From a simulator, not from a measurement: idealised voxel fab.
Presented below is a process module, voxel transistor to metal.
295 nm wide, 5 nm square cells: that's cross-section cut.
A cross-section is a grid of square cells, given in bands from the top down. A band is one or more rows of cells.
Read a band's entry like this: the first values are the height of its top and the height of its bottom in nm, and what follows is the sequence of materials from left to right, each with its width in nm. Note that "air" is empty space, and that a single material marked "throughout" reaches across the band from edge to edge.
Height reference: 0 = level under which incoming wafer is all one material. Lowest band: no bottom, runs on downward, e.g. "z 0 and below".
Read "30 to 40" as a graded width: first number on top, second number at the bottom, same change between each pair of neighbouring rows.
It should be understood that the words "no change occurred", when stated for a given step, signify that the cross-section underwent no change in any of its cells during that step.
Entry "Closed void roster" = empty spaces >= 8 cells with no open way to the top; each as width x height at distance, distance from left edge, all nm.
On each step's line, the part that comes after the settings is the simulator's own comment on the step.
overlay nm: step with mask; distance mask lay right of planned place; negative value = left of planned place.
# plan
step 1: RECEIVE with material Si
step 2: CONFORMAL_DEP with material SiO2, thk nm 5
step 3: CONFORMAL_DEP with material SiN, thk nm 10
step 4: MASKED_ETCH with tone cover, mask id ACTIVE, width nm 110, pitch nm 140, etch materials SiN, depth nm 10, overlay nm 0
step 5: MASKED_ETCH with tone cover, mask id ACTIVE, width nm 110, pitch nm 140, etch materials SiO2, depth nm 5, overlay nm 0
step 6: MASKED_ETCH with tone cover, mask id ACTIVE, width nm 110, pitch nm 140, etch materials Si, depth nm 20, overlay nm 0
step 7: FILL_DEP with material SiO2, thk nm 5
step 8: CMP with height nm 15
step 9: SELECTIVE_ETCH with etch materials SiO2, depth nm 5
step 10: STRIP with etch materials SiN
step 11: SELECTIVE_ETCH with etch materials SiO2, depth nm 5
step 12: OXIDIZE with depth nm 5
step 13: DIRECTIONAL_DEP with material polySi, thk nm 30
step 14: DIRECTIONAL_DEP with material SiCN, thk nm 10
step 15: MASKED_ETCH with tone cover, mask id GATE, width nm 20, pitch nm 140, etch materials SiCN, depth nm 20, overlay nm 0
step 16: MASKED_ETCH with tone cover, mask id GATE, width nm 20, pitch nm 140, etch materials polySi, depth nm 40, overlay nm 0
step 17: CONFORMAL_DEP with material SiO2, thk nm 5
step 18: DIRECTIONAL_ETCH with etch materials SiO2, depth nm 5
step 19: CONFORMAL_DEP with material SiN, thk nm 10
step 20: DIRECTIONAL_ETCH with etch materials SiN, depth nm 10
step 21: DIRECTIONAL_ETCH with etch materials SiO2, depth nm 5
step 22: DIRECTIONAL_ETCH with etch materials Si, depth nm 15
step 23: EPI with material pSi, thk nm 15
step 24: FILL_DEP with material SiO2, thk nm 10
step 25: CMP with height nm 40
step 26: DIRECTIONAL_DEP with material SiO2, thk nm 15
step 27: PATTERN with tone open, mask id CONTACT, material resist, width nm 20, thk nm 20, overlay nm 0
step 28: DIRECTIONAL_ETCH with etch materials SiO2, depth nm 45
step 29: STRIP with etch materials resist
step 30: CONFORMAL_DEP with material TiN, thk nm 5
step 31: FILL_DEP with material Ru, thk nm 5
step 32: CMP with height nm 55
step 33: CONFORMAL_DEP with material SiCN, thk nm 5
step 34: DIRECTIONAL_DEP with material SiO2, thk nm 20
step 35: DIRECTIONAL_DEP with material aC, thk nm 10
step 36: PATTERN with tone open, mask id METAL_1, material resist, width nm 20, thk nm 30, overlay nm 0
step 37: DIRECTIONAL_ETCH with etch materials aC, depth nm 10
step 38: STRIP with etch materials resist
step 39: DIRECTIONAL_ETCH with etch materials SiO2, depth nm 20
step 40: DIRECTIONAL_ETCH with etch materials SiCN, depth nm 5
step 41: STRIP with etch materials aC
step 42: CONFORMAL_DEP with material TiN, thk nm 5
step 43: FILL_DEP with material Cu, thk nm 5
step 44: CMP with height nm 80
step 45: CONFORMAL_DEP with material SiCN, thk nm 5
# Cross-section of the incoming wafer, state after step 1
  z 0 and below = Si throughout
  Closed void roster: none
# End-of-module XS, first of two wafers, run as planned
  z 85 to 80 = SiCN throughout
  z 80 to 60 = 25 of SiO2  5 of TiN  10 of Cu  5 of TiN  60 of SiO2  5 of TiN  10 of Cu  5 of TiN  40 of SiO2  5 of TiN  10 of Cu  5 of TiN  60 of SiO2  5 of TiN  10 of Cu  5 of TiN  30 of SiO2
  z 60 to 55 = 25 of SiCN  20 of TiN  60 of SiCN  20 of TiN  40 of SiCN  20 of TiN  60 of SiCN  20 of TiN  30 of SiCN
  z 55 to 40 = 25 of SiO2  5 of TiN  10 of Ru  5 of TiN  60 of SiO2  5 of TiN  10 of Ru  5 of TiN  40 of SiO2  5 of TiN  10 of Ru  5 of TiN  60 of SiO2  5 of TiN  10 of Ru  5 of TiN  30 of SiO2
  z 40 to 30 = 25 of SiO2  5 of TiN  10 of Ru  5 of TiN  5 of SiO2  10 of SiN  5 of SiO2  20 of SiCN  5 of SiO2  10 of SiN  5 of SiO2  5 of TiN  10 of Ru  5 of TiN  40 of SiO2  5 of TiN  10 of Ru  5 of TiN  5 of SiO2  10 of SiN  5 of SiO2  20 of SiCN  5 of SiO2  10 of SiN  5 of SiO2  5 of TiN  10 of Ru  5 of TiN  30 of SiO2
  z 30 to 15 = 25 of SiO2  5 of TiN  10 of Ru  5 of TiN  5 of SiO2  10 of SiN  5 of SiO2  20 of polySi  5 of SiO2  10 of SiN  5 of SiO2  5 of TiN  10 of Ru  5 of TiN  40 of SiO2  5 of TiN  10 of Ru  5 of TiN  5 of SiO2  10 of SiN  5 of SiO2  20 of polySi  5 of SiO2  10 of SiN  5 of SiO2  5 of TiN  10 of Ru  5 of TiN  30 of SiO2
  z 15 to 10 = 25 of SiO2  20 of TiN  5 of SiO2  10 of SiN  5 of SiO2  20 of polySi  5 of SiO2  10 of SiN  5 of SiO2  20 of TiN  40 of SiO2  20 of TiN  5 of SiO2  10 of SiN  5 of SiO2  20 of polySi  5 of SiO2  10 of SiN  5 of SiO2  20 of TiN  30 of SiO2
  z 10 to 5 = 25 of SiO2  25 of pSi  10 of SiN  5 of SiO2  20 of polySi  5 of SiO2  10 of SiN  25 of pSi  40 of SiO2  25 of pSi  10 of SiN  5 of SiO2  20 of polySi  5 of SiO2  10 of SiN  25 of pSi  30 of SiO2
  z 5 to 0 = 20 of SiO2  10 of SiN  20 of pSi  10 of SiN  5 of SiO2  20 of polySi  5 of SiO2  10 of SiN  20 of pSi  10 of SiN  30 of SiO2  10 of SiN  20 of pSi  10 of SiN  5 of SiO2  20 of polySi  5 of SiO2  10 of SiN  20 of pSi  10 of SiN  25 of SiO2
  z 0 to -5 = 30 of SiO2  20 of pSi  50 of SiO2  20 of pSi  50 of SiO2  20 of pSi  50 of SiO2  20 of pSi  35 of SiO2
  z -5 to -20 = 20 of SiO2  10 of Si  20 of pSi  50 of Si  20 of pSi  10 of Si  30 of SiO2  10 of Si  20 of pSi  50 of Si  20 of pSi  10 of Si  25 of SiO2
  z -20 and below = Si throughout
  Closed void roster: none
# Second wafer of the two, sectioned at the end of the module. It began like the first and followed the same plan, but one mistake was made while running it
  z 85 to 80 = SiCN throughout
  z 80 to 60 = 25 of SiO2  5 of TiN  10 of Cu  5 of TiN  60 of SiO2  5 of TiN  10 of Cu  5 of TiN  40 of SiO2  5 of TiN  10 of Cu  5 of TiN  60 of SiO2  5 of TiN  10 of Cu  5 of TiN  30 of SiO2
  z 60 to 55 = 25 of SiCN  20 of TiN  60 of SiCN  20 of TiN  40 of SiCN  20 of TiN  60 of SiCN  20 of TiN  30 of SiCN
  z 55 to 40 = 25 of SiO2  5 of TiN  10 of Ru  5 of TiN  60 of SiO2  5 of TiN  10 of Ru  5 of TiN  40 of SiO2  5 of TiN  10 of Ru  5 of TiN  60 of SiO2  5 of TiN  10 of Ru  5 of TiN  30 of SiO2
  z 40 to 30 = 25 of SiO2  5 of TiN  10 of Ru  5 of TiN  5 of SiO2  10 of SiN  5 of SiO2  20 of SiCN  5 of SiO2  10 of SiN  5 of SiO2  5 of TiN  10 of Ru  5 of TiN  40 of SiO2  5 of TiN  10 of Ru  5 of TiN  5 of SiO2  10 of SiN  5 of SiO2  20 of SiCN  5 of SiO2  10 of SiN  5 of SiO2  5 of TiN  10 of Ru  5 of TiN  30 of SiO2
  z 30 to 15 = 25 of SiO2  5 of TiN  10 of Ru  5 of TiN  5 of SiO2  10 of SiN  5 of SiO2  20 of polySi  5 of SiO2  10 of SiN  5 of SiO2  5 of TiN  10 of Ru  5 of TiN  40 of SiO2  5 of TiN  10 of Ru  5 of TiN  5 of SiO2  10 of SiN  5 of SiO2  20 of polySi  5 of SiO2  10 of SiN  5 of SiO2  5 of TiN  10 of Ru  5 of TiN  30 of SiO2
  z 15 to 10 = 25 of SiO2  20 of TiN  5 of SiO2  10 of SiN  5 of SiO2  20 of polySi  5 of SiO2  10 of SiN  5 of SiO2  20 of TiN  40 of SiO2  20 of TiN  5 of SiO2  10 of SiN  5 of SiO2  20 of polySi  5 of SiO2  10 of SiN  5 of SiO2  20 of TiN  30 of SiO2
  z 10 to 5 = 20 of SiO2  30 of pSi  10 of SiN  5 of SiO2  20 of polySi  5 of SiO2  10 of SiN  20 of pSi  40 of SiO2  30 of pSi  10 of SiN  5 of SiO2  20 of polySi  5 of SiO2  10 of SiN  20 of pSi  35 of SiO2
  z 5 to 0 = 15 of SiO2  10 of SiN  25 of pSi  10 of SiN  5 of SiO2  20 of polySi  5 of SiO2  10 of SiN  15 of pSi  10 of SiN  30 of SiO2  10 of SiN  25 of pSi  10 of SiN  5 of SiO2  20 of polySi  5 of SiO2  10 of SiN  15 of pSi  10 of SiN  30 of SiO2
  z 0 to -5 = 25 of SiO2  25 of pSi  50 of SiO2  15 of pSi  50 of SiO2  25 of pSi  50 of SiO2  15 of pSi  40 of SiO2
  z -5 to -20 = 15 of SiO2  10 of Si  25 of pSi  50 of Si  15 of pSi  15 of Si  25 of SiO2  10 of Si  25 of pSi  50 of Si  15 of pSi  15 of Si  25 of SiO2
  z -20 and below = Si throughout
  Closed void roster: none
Nonconformance to the process plan: step 4 changed vs plan, executed as MASKED_ETCH with tone cover, mask id ACTIVE, width nm 110, pitch nm 140, etch materials SiN, depth nm 10, overlay nm -5
Bottom line after processing is that, in cells, the second wafer is up or down on some materials versus the first: Si +6, SiO2 -6
